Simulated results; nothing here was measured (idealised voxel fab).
process module | voxel self aligned contacts
cross-section cut | 265 nm wide | cells 5 nm
A cross-section is a grid of square cells, given in bands from the top down. A band is one or more rows of cells.
Each band's line starts with the height of the band's top and of its bottom, in nm. Then come its materials from left to right, each with its width in nm. One material with "throughout" fills the band from edge to edge. "air" is empty space.
Height 0 is the level under which the wafer as received is all one material. The lowest band goes on downwards, as in "0 down".
A width such as "30 to 40" changes by the same amount from each row of cells to the next, from the band's top row to its bottom row.
"no change" after a step means that no cell of the cross-section changed.
closed voids: empty space of 8 cells or more with no open way to the top, each as width x height at its distance from the left edge, in nm
after a step's settings: what the simulator itself notes on the step
overlay nm, on a step with a mask: how far to the right of its planned place the mask lay; to the left if negative
plan
1 op RECEIVE | material Si
2 op OXIDIZE | depth nm 5
3 op DIRECTIONAL_DEP | material polySi | thk nm 30
4 op DIRECTIONAL_DEP | material SiN | thk nm 15
5 op PATTERN | tone cover | mask id GATE | material resist | width nm 25 | pitch nm 60 | thk nm 20 | overlay nm 0
6 op DIRECTIONAL_ETCH | etch materials SiN | depth nm 15
7 op DIRECTIONAL_ETCH | etch materials polySi | depth nm 30
8 op STRIP | etch materials resist
9 op CONFORMAL_DEP | material SiN | thk nm 5
10 op DIRECTIONAL_ETCH | etch materials SiN | depth nm 5
11 op FILL_DEP | material SiO2 | thk nm 15
12 op CMP | height nm 55
13 op MASKED_ETCH | tone open | mask id CONTACT | width nm 45 | pitch nm 60 | etch materials SiO2 | depth nm 60 | overlay nm 0
14 op CONFORMAL_DEP | material TiN | thk nm 5
15 op FILL_DEP | material Ru | thk nm 5
16 op CMP | height nm 55
17 op CONFORMAL_DEP | material SiCN | thk nm 5
first wafer, as planned
as received, after step 1
  0 down: Si throughout
  closed voids: none
after step 2
  0 to -5: SiO2 throughout
  below -5: unchanged
after step 3
  30 to 0: polySi throughout
  below 0: unchanged
after step 4
  45 to 30: SiN throughout
  below 30: unchanged
after step 5
  65 to 45: air 60 | resist 25 | air 35 | resist 25 | air 35 | resist 25 | air 60
  below 45: unchanged
after step 6
  65 to 45: air 60 | resist 25 | air 35 | resist 25 | air 35 | resist 25 | air 60
  45 to 30: air 60 | SiN 25 | air 35 | SiN 25 | air 35 | SiN 25 | air 60
  below 30: unchanged
after step 7
  65 to 45: air 60 | resist 25 | air 35 | resist 25 | air 35 | resist 25 | air 60
  45 to 30: air 60 | SiN 25 | air 35 | SiN 25 | air 35 | SiN 25 | air 60
  30 to 0: air 60 | polySi 25 | air 35 | polySi 25 | air 35 | polySi 25 | air 60
  below 0: unchanged
after step 8
  45 to 30: air 60 | SiN 25 | air 35 | SiN 25 | air 35 | SiN 25 | air 60
  below 30: unchanged
after step 9
  50 to 30: air 55 | SiN 35 | air 25 | SiN 35 | air 25 | SiN 35 | air 55
  30 to 5: air 55 | SiN 5 | polySi 25 | SiN 5 | air 25 | SiN 5 | polySi 25 | SiN 5 | air 25 | SiN 5 | polySi 25 | SiN 5 | air 55
  5 to 0: SiN 60 | polySi 25 | SiN 35 | polySi 25 | SiN 35 | polySi 25 | SiN 60
  below 0: unchanged
after step 10
  45 to 30: air 55 | SiN 35 | air 25 | SiN 35 | air 25 | SiN 35 | air 55
  30 to 0: air 55 | SiN 5 | polySi 25 | SiN 5 | air 25 | SiN 5 | polySi 25 | SiN 5 | air 25 | SiN 5 | polySi 25 | SiN 5 | air 55
  below 0: unchanged
after step 11
  60 to 45: SiO2 throughout
  45 to 30: SiO2 55 | SiN 35 | SiO2 25 | SiN 35 | SiO2 25 | SiN 35 | SiO2 55
  30 to 0: SiO2 55 | SiN 5 | polySi 25 | SiN 5 | SiO2 25 | SiN 5 | polySi 25 | SiN 5 | SiO2 25 | SiN 5 | polySi 25 | SiN 5 | SiO2 55
  below 0: unchanged
after step 12
  55 to 45: SiO2 throughout
  below 45: unchanged
after step 13
  55 to 45: SiO2 80 | air 45 | SiO2 15 | air 45 | SiO2 80
  45 to 30: SiO2 55 | SiN 35 | air 25 | SiN 35 | air 25 | SiN 35 | SiO2 55
  30 to 0: SiO2 55 | SiN 5 | polySi 25 | SiN 5 | air 25 | SiN 5 | polySi 25 | SiN 5 | air 25 | SiN 5 | polySi 25 | SiN 5 | SiO2 55
  0 to -5: SiO2 90 | air 25 | SiO2 35 | air 25 | SiO2 90
  below -5: unchanged
after step 14
  60 to 55: TiN 85 | air 35 | TiN 25 | air 35 | TiN 85
  55 to 45: SiO2 80 | TiN 5 to 15 | air 35 to 15 | TiN 5 to 15 | SiO2 15 | TiN 5 to 15 | air 35 to 15 | TiN 5 to 15 | SiO2 80
  45 to 30: SiO2 55 | SiN 35 | TiN 5 | air 15 | TiN 5 | SiN 35 | TiN 5 | air 15 | TiN 5 | SiN 35 | SiO2 55
  30 to 0: SiO2 55 | SiN 5 | polySi 25 | SiN 5 | TiN 5 | air 15 | TiN 5 | SiN 5 | polySi 25 | SiN 5 | TiN 5 | air 15 | TiN 5 | SiN 5 | polySi 25 | SiN 5 | SiO2 55
  0 to -5: SiO2 90 | TiN 25 | SiO2 35 | TiN 25 | SiO2 90
  below -5: unchanged
after step 15
  65 to 60: Ru throughout
  60 to 55: TiN 85 | Ru 35 | TiN 25 | Ru 35 | TiN 85
  55 to 45: SiO2 80 | TiN 5 to 15 | Ru 35 to 15 | TiN 5 to 15 | SiO2 15 | TiN 5 to 15 | Ru 35 to 15 | TiN 5 to 15 | SiO2 80
  45 to 30: SiO2 55 | SiN 35 | TiN 5 | Ru 15 | TiN 5 | SiN 35 | TiN 5 | Ru 15 | TiN 5 | SiN 35 | SiO2 55
  30 to 0: SiO2 55 | SiN 5 | polySi 25 | SiN 5 | TiN 5 | Ru 15 | TiN 5 | SiN 5 | polySi 25 | SiN 5 | TiN 5 | Ru 15 | TiN 5 | SiN 5 | polySi 25 | SiN 5 | SiO2 55
  below 0: unchanged
after step 16
  55 to 45: SiO2 80 | TiN 5 to 15 | Ru 35 to 15 | TiN 5 to 15 | SiO2 15 | TiN 5 to 15 | Ru 35 to 15 | TiN 5 to 15 | SiO2 80
  below 45: unchanged
after step 17
  60 to 55: SiCN throughout
  below 55: unchanged
second wafer: like start, like plan, one mistake. Through step 6 it matches the first wafer
when step 7 should have ended
  65 to 45: air 60 | resist 25 | air 35 | resist 25 | air 35 | resist 25 | air 60
  45 to 30: air 60 | SiN 25 | air 35 | SiN 25 | air 35 | SiN 25 | air 60
  30 to 10: air 60 | polySi 25 | air 35 | polySi 25 | air 35 | polySi 25 | air 60
  below 10: unchanged
when step 8 should have ended
  45 to 30: air 60 | SiN 25 | air 35 | SiN 25 | air 35 | SiN 25 | air 60
  below 30: unchanged
when step 9 should have ended
  50 to 30: air 55 | SiN 35 | air 25 | SiN 35 | air 25 | SiN 35 | air 55
  30 to 15: air 55 | SiN 5 | polySi 25 | SiN 5 | air 25 | SiN 5 | polySi 25 | SiN 5 | air 25 | SiN 5 | polySi 25 | SiN 5 | air 55
  15 to 10: SiN 60 | polySi 25 | SiN 35 | polySi 25 | SiN 35 | polySi 25 | SiN 60
  below 10: unchanged
when step 10 should have ended
  45 to 30: air 55 | SiN 35 | air 25 | SiN 35 | air 25 | SiN 35 | air 55
  30 to 10: air 55 | SiN 5 | polySi 25 | SiN 5 | air 25 | SiN 5 | polySi 25 | SiN 5 | air 25 | SiN 5 | polySi 25 | SiN 5 | air 55
  below 10: unchanged
when step 11 should have ended
  60 to 45: SiO2 throughout
  45 to 30: SiO2 55 | SiN 35 | SiO2 25 | SiN 35 | SiO2 25 | SiN 35 | SiO2 55
  30 to 10: SiO2 55 | SiN 5 | polySi 25 | SiN 5 | SiO2 25 | SiN 5 | polySi 25 | SiN 5 | SiO2 25 | SiN 5 | polySi 25 | SiN 5 | SiO2 55
  below 10: unchanged
when step 12 should have ended
  55 to 45: SiO2 throughout
  below 45: unchanged
when step 13 should have ended
  55 to 45: SiO2 80 | air 45 | SiO2 15 | air 45 | SiO2 80
  45 to 30: SiO2 55 | SiN 35 | air 25 | SiN 35 | air 25 | SiN 35 | SiO2 55
  30 to 10: SiO2 55 | SiN 5 | polySi 25 | SiN 5 | air 25 | SiN 5 | polySi 25 | SiN 5 | air 25 | SiN 5 | polySi 25 | SiN 5 | SiO2 55
  below 10: unchanged
when step 14 should have ended
  60 to 55: TiN 85 | air 35 | TiN 25 | air 35 | TiN 85
  55 to 45: SiO2 80 | TiN 5 to 15 | air 35 to 15 | TiN 5 to 15 | SiO2 15 | TiN 5 to 15 | air 35 to 15 | TiN 5 to 15 | SiO2 80
  45 to 30: SiO2 55 | SiN 35 | TiN 5 | air 15 | TiN 5 | SiN 35 | TiN 5 | air 15 | TiN 5 | SiN 35 | SiO2 55
  30 to 15: SiO2 55 | SiN 5 | polySi 25 | SiN 5 | TiN 5 | air 15 | TiN 5 | SiN 5 | polySi 25 | SiN 5 | TiN 5 | air 15 | TiN 5 | SiN 5 | polySi 25 | SiN 5 | SiO2 55
  15 to 10: SiO2 55 | SiN 5 | polySi 25 | SiN 5 | TiN 25 | SiN 5 | polySi 25 | SiN 5 | TiN 25 | SiN 5 | polySi 25 | SiN 5 | SiO2 55
  below 10: unchanged
when step 15 should have ended
  65 to 60: Ru throughout
  60 to 55: TiN 85 | Ru 35 | TiN 25 | Ru 35 | TiN 85
  55 to 45: SiO2 80 | TiN 5 to 15 | Ru 35 to 15 | TiN 5 to 15 | SiO2 15 | TiN 5 to 15 | Ru 35 to 15 | TiN 5 to 15 | SiO2 80
  45 to 30: SiO2 55 | SiN 35 | TiN 5 | Ru 15 | TiN 5 | SiN 35 | TiN 5 | Ru 15 | TiN 5 | SiN 35 | SiO2 55
  30 to 15: SiO2 55 | SiN 5 | polySi 25 | SiN 5 | TiN 5 | Ru 15 | TiN 5 | SiN 5 | polySi 25 | SiN 5 | TiN 5 | Ru 15 | TiN 5 | SiN 5 | polySi 25 | SiN 5 | SiO2 55
  below 15: unchanged
when step 16 should have ended
  55 to 45: SiO2 80 | TiN 5 to 15 | Ru 35 to 15 | TiN 5 to 15 | SiO2 15 | TiN 5 to 15 | Ru 35 to 15 | TiN 5 to 15 | SiO2 80
  below 45: unchanged
when step 17 should have ended
  60 to 55: SiCN throughout
  below 55: unchanged
what went wrong: step 7 ran as: op DIRECTIONAL_ETCH | etch materials polySi | depth nm 20
at the end the second wafer has, in cells: 18 fewer of Ru | 12 fewer of SiN | 34 fewer of SiO2 | 12 fewer of TiN | 76 more of polySi
